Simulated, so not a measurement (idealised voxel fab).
Documented hereafter: the process module known as voxel capacitor over wiring.
In the cross-section labelled cut, the width is 220 nm and each square cell is 5 nm.
In what follows, cross-sections appear as grids of square cells, described through bands that run from the top down, where every band is one or more rows of cells. The entry gives the band's vertical extent as a top height and a bottom height in nm, then its horizontal make-up as materials from left to right, each with a width in nm. "blank" stands for empty space; a single material marked "all across" fills the band edge to edge. Basically, 0 is our baseline, since under it the wafer straight out of the box is all one material. The bottom band has no lower end and keeps on going down, so it looks like "0..down". The notation "30->40" denotes a width that varies across the rows of cells in the band, beginning at the first number in the top row, finishing at the second number in the bottom row, and changing by an identical amount from each row to the next. It should be understood that the words "same as before", when stated for a given step, signify that the cross-section underwent no change in any of its cells during that step. "Closed void inventory": sealed empty spaces, 8 cells or more, no open way to top, listed width x height at distance, with distance from the left edge and width, height and distance in nm. Heads up: the bit after the settings on a step's line is the simulator's remark on that step. When a step includes a mask, the "overlay nm" setting on its line states how far to the right of its planned place that mask lay, and negative values state how far to the left.

Steps in the process plan
1 op RECEIVE | material Si
2 op CONFORMAL_DEP | material SiO2 | thk nm 10
3 op CONFORMAL_DEP | material SiCN | thk nm 5
4 op DIRECTIONAL_DEP | material lowk | thk nm 20
5 op DIRECTIONAL_DEP | material aC | thk nm 15
6 op PATTERN | tone open | mask id METAL_1 | material resist | width nm 30 | pitch nm 90 | thk nm 30 | overlay nm 0
7 op DIRECTIONAL_ETCH | etch materials aC | depth nm 15
8 op STRIP | etch materials resist
9 op DIRECTIONAL_ETCH | etch materials lowk | depth nm 20
10 op DIRECTIONAL_ETCH | etch materials SiCN | depth nm 5
11 op STRIP | etch materials aC
12 op CONFORMAL_DEP | material TiN | thk nm 5
13 op FILL_DEP | material Cu | thk nm 10
14 op CMP | height nm 35
15 op CONFORMAL_DEP | material SiCN | thk nm 5
16 op DIRECTIONAL_DEP | material lowk | thk nm 10
17 op PATTERN | tone open | mask id PLUG_1 | material resist | width nm 15 | thk nm 15 | overlay nm 0
18 op DIRECTIONAL_ETCH | etch materials lowk | depth nm 10
19 op DIRECTIONAL_ETCH | etch materials SiCN | depth nm 5
20 op STRIP | etch materials resist
21 op CONFORMAL_DEP | material TiN | thk nm 5
22 op FILL_DEP | material Ru | thk nm 5
23 op CMP | height nm 50
24 op DIRECTIONAL_DEP | material TiN | thk nm 10
25 op DIRECTIONAL_DEP | material SiN | thk nm 5
26 op DIRECTIONAL_DEP | material TiN | thk nm 10
27 op DIRECTIONAL_DEP | material aC | thk nm 15
28 op PATTERN | tone cover | mask id UPPER_PLATE | material resist | width nm 65 | thk nm 35 | overlay nm 0
29 op DIRECTIONAL_ETCH | etch materials aC | depth nm 15
30 op STRIP | etch materials resist
31 op DIRECTIONAL_ETCH | etch materials TiN | depth nm 10
32 op DIRECTIONAL_ETCH | etch materials SiN | depth nm 5
33 op STRIP | etch materials aC
34 op PATTERN | tone cover | mask id LOWER_PLATE | material resist | width nm 75 | thk nm 20 | overlay nm 0
35 op DIRECTIONAL_ETCH | etch materials TiN | depth nm 10
36 op STRIP | etch materials resist
37 op FILL_DEP | material SiO2 | thk nm 15
38 op CMP | height nm 85
39 op DIRECTIONAL_DEP | material aC | thk nm 15
40 op PATTERN | tone open | mask id PLUG_2 | material resist | width nm 15 | thk nm 30 | overlay nm 0
41 op DIRECTIONAL_ETCH | etch materials aC | depth nm 15
42 op STRIP | etch materials resist
43 op DIRECTIONAL_ETCH | etch materials SiO2 | depth nm 10
44 op STRIP | etch materials aC
45 op CONFORMAL_DEP | material TiN | thk nm 5
46 op FILL_DEP | material Ru | thk nm 10
47 op CMP | height nm 85
48 op CONFORMAL_DEP | material SiN | thk nm 5

Cross-section of the incoming wafer, state after step 1
* 0..down: Si all across
* Closed void inventory: none

The module was run from the start shown above using the plan shown above, but one mistake was made doing it; the resulting wafer cross-section is below
* 90..85: SiN all across
* 85..80: Ru=70; TiN=5; SiO2=15; TiN=5; Ru=125
* 80..75: TiN=75; SiO2=15; TiN=130
* 75..65: SiO2=65; TiN=65; SiO2=90
* 65..60: SiO2=65; SiN=65; SiO2=90
* 60..50: SiO2=60; TiN=75; SiO2=85
* 50..40: lowk=65; TiN=5; Ru=5; TiN=5; lowk=140
* 40..35: SiCN=65; TiN=15; SiCN=140
* 35..15: lowk=50; TiN=5; Cu=20; TiN=5; lowk=60; TiN=5; Cu=20; TiN=5; lowk=50
* 15..10: SiCN=50; TiN=30; SiCN=60; TiN=30; SiCN=50
* 10..0: SiO2 all across
* 0..down: Si all across
* Closed void inventory: none
So what did we get wrong on this run? in deviation from the planned setting, step 40 was conducted as op PATTERN | tone cover | mask id PLUG_2 | material resist | width nm 15 | thk nm 30 | overlay nm 0
